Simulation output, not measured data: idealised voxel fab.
process module | voxel trench capacitor
cross-section cut | 160 nm wide | cells 5 nm
A cross-section is a grid of square cells, given in bands from the top down. A band is one or more rows of cells.
Each band's line starts with the height of the band's top and of its bottom, in nm. Then come its materials from left to right, each with its width in nm. One material with "throughout" fills the band from edge to edge. "air" is empty space.
Height 0 is the level under which the wafer as received is all one material. The lowest band goes on downwards, as in "0 down".
A width such as "30 to 40" changes by the same amount from each row of cells to the next, from the band's top row to its bottom row.
"no change" after a step means that no cell of the cross-section changed.
closed voids: empty space of 8 cells or more with no open way to the top, each as width x height at its distance from the left edge, in nm
after a step's settings: what the simulator itself notes on the step
overlay nm, on a step with a mask: how far to the right of its planned place the mask lay; to the left if negative
plan
1 op RECEIVE | material Si
2 op CONFORMAL_DEP | material SiN | thk nm 10
3 op MASKED_ETCH | tone open | mask id TRENCH | width nm 20 | pitch nm 35 | etch materials SiN | depth nm 10 | overlay nm 0
4 op MASKED_ETCH | tone open | mask id TRENCH | width nm 20 | pitch nm 35 | etch materials Si | depth nm 35 | overlay nm 0
5 op CONFORMAL_DEP | material SiO2 | thk nm 5
6 op FILL_DEP | material polySi | thk nm 10
7 op CMP | height nm 10
as received, after step 1
  0 down: Si throughout
  closed voids: none
first wafer at the end, as planned
  10 to 0: SiN 35 | SiO2 5 | polySi 10 | SiO2 5 | SiN 15 | SiO2 5 | polySi 10 | SiO2 5 | SiN 15 | SiO2 5 | polySi 10 | SiO2 5 | SiN 35
  0 to -30: Si 35 | SiO2 5 | polySi 10 | SiO2 5 | Si 15 | SiO2 5 | polySi 10 | SiO2 5 | Si 15 | SiO2 5 | polySi 10 | SiO2 5 | Si 35
  -30 to -35: Si 35 | SiO2 20 | Si 15 | SiO2 20 | Si 15 | SiO2 20 | Si 35
  -35 down: Si throughout
  closed voids: none
second wafer at the end: like start, like plan, one mistake
  10 to 0: SiN 40 | SiO2 5 | polySi 5 | SiO2 5 | SiN 20 | SiO2 5 | polySi 5 | SiO2 5 | SiN 20 | SiO2 5 | polySi 5 | SiO2 5 | SiN 35
  0 to -30: Si 40 | SiO2 5 | polySi 5 | SiO2 5 | Si 20 | SiO2 5 | polySi 5 | SiO2 5 | Si 20 | SiO2 5 | polySi 5 | SiO2 5 | Si 35
  -30 to -35: Si 40 | SiO2 15 | Si 20 | SiO2 15 | Si 20 | SiO2 15 | Si 35
  -35 down: Si throughout
  closed voids: none
what went wrong: step 3 ran as: op MASKED_ETCH | tone open | mask id TRENCH | width nm 15 | pitch nm 35 | etch materials SiN | depth nm 10 | overlay nm 0
at the end the second wafer has, in cells: 21 more of Si | 6 more of SiN | 3 fewer of SiO2 | 24 fewer of polySi
